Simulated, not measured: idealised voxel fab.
The following is a process module called voxel tone inversion.
Each square cell in cross-section cut measures 5 nm, and the section as a whole is 165 nm wide.
Notation: cross-section as square-cell grid; stated in bands, top first, going down; one or more cell rows per band. Heights first: top, then bottom, in nm. Then materials, left to right, each with a width in nm. "throughout" on a single material: fills the band edge to edge. "empty": empty space. The reference from which all heights are counted is 0, the level beneath which the as-received wafer is entirely one material; the lowest band, having no lower bound, proceeds downward and is written after the example "0 -> down". Read "30..40" as a graded width: first number on top, second number at the bottom, same change between each pair of neighbouring rows. You'll sometimes find "no alteration" written for a step, and that's the way of saying that nowhere in the cross-section did a cell change during that step. Empty spaces without an open route to the top, at least 8 cells in extent, make up the entry "Sealed void list"; each is given as width x height at distance, where the distance is measured from the left edge, and all are in nm. That trailing text on a step's line, after the settings, is the simulator's own remark on the step. Each step line may optionally specify "overlay nm", which for a step with a mask gives the rightward distance between the mask's planned place and where it lay, a negative value indicating the leftward direction.
## Steps planned for the process
1. RECEIVE (material Si)
2. CONFORMAL_DEP (material SiCN; thk nm 10)
3. DIRECTIONAL_DEP (material aC; thk nm 15)
4. PATTERN (tone cover; mask id POSTS; material resist; width nm 15; pitch nm 40; thk nm 25; overlay nm 0)
5. DIRECTIONAL_ETCH (etch materials aC; depth nm 15)
6. STRIP (etch materials resist)
7. FILL_DEP (material lowk; thk nm 10)
8. CMP (height nm 25)
9. STRIP (etch materials aC)
## Cross-section of the wafer at receipt, which is the condition after step 1
    0 -> down  Si throughout
    Sealed void list: none
## Cross-sectional image of the first of two wafers at the end of the module, the run having proceeded as planned
    25 -> 10  55 of lowk, 15 of empty, 25 of lowk, 15 of empty, 55 of lowk
    10 -> 0  SiCN throughout
    0 -> down  Si throughout
    Sealed void list: none
## Here is the second of the two wafers cut open at the end of the module - same start, same plan as the first one, but we made one mistake running it
    25 -> 10  45 of lowk, 15 of empty, 25 of lowk, 15 of empty, 65 of lowk
    10 -> 0  SiCN throughout
    0 -> down  Si throughout
    Sealed void list: none
Heads up, the wafer didn't run the way we planned it: step 4: run off-plan, actual operation and settings PATTERN (tone cover; mask id POSTS; material resist; width nm 15; pitch nm 40; thk nm 25; overlay nm -10)
At the end, the second wafer has the same number of cells of each material as the first, but those cells sit in other places.
